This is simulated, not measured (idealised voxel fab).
The following process module bears the name voxel double patterning.
Displayed cross-section: cut, width of 160 nm, square cells sized 5 nm.
Reading order for cross-sections: top band down to bottom band. Underlying form: a grid of square cells. Band size: one or more rows of cells. A band entry consists of two parts. The first gives the height of the band's top and the height of its bottom, in nm. The rest lists the band's materials from left to right, each with its width in nm. A single material labelled with the word "edge to edge" fills the band from edge to edge, and the word "blank" marks empty space. Height 0 is the level under which the wafer as received is all one material. The lowest band goes on downwards, as in "z 0 and below". Note: "30 to 40" means the width goes from the first number (top row of the band) to the second number (bottom row) in equal steps per row of cells. For the purposes of this document, the phrase "same as before" attached to a step denotes that no cell within the cross-section was modified by that step. If an empty space has no open way to the top and is at least 8 cells in size, "Internal closed voids" lists it, written width x height at distance, where distance is measured from the left edge and every value is in nm. after a step's settings: what the simulator itself notes on the step. A step line may carry the setting "overlay nm", which, for steps involving a mask, states the distance by which the mask lay to the right of its intended position; negative values denote displacement to the left.
**Steps in the process plan**
1 RECEIVE, material Si
2 CONFORMAL_DEP, material SiO2, thk nm 10
3 DIRECTIONAL_DEP, material polySi, thk nm 15
4 DIRECTIONAL_DEP, material SiN, thk nm 10
5 PATTERN, tone open, mask id FIRST, material resist, width nm 15, pitch nm 50, thk nm 20, overlay nm 0
6 DIRECTIONAL_ETCH, etch materials SiN, depth nm 10
7 STRIP, etch materials resist
8 MASKED_ETCH, tone open, mask id SECOND, width nm 15, pitch nm 50, etch materials SiN, depth nm 10, overlay nm 0
9 DIRECTIONAL_ETCH, etch materials polySi, depth nm 15
10 STRIP, etch materials SiN
**Wafer at receipt (post step 1), cross-section**
z 0 and below  Si edge to edge
Internal closed voids: none
**Figure: cross-sectional view of the wafer upon completion of the module, processed from the initial state and according to the plan depicted above, with one error introduced during execution**
z 25 to 0  SiO2 edge to edge
z 0 and below  Si edge to edge
Internal closed voids: none
It is concluded that the wafer was processed incorrectly with respect to the plan, in that contrary to plan, step 3 was performed as DIRECTIONAL_DEP, material SiO2, thk nm 15
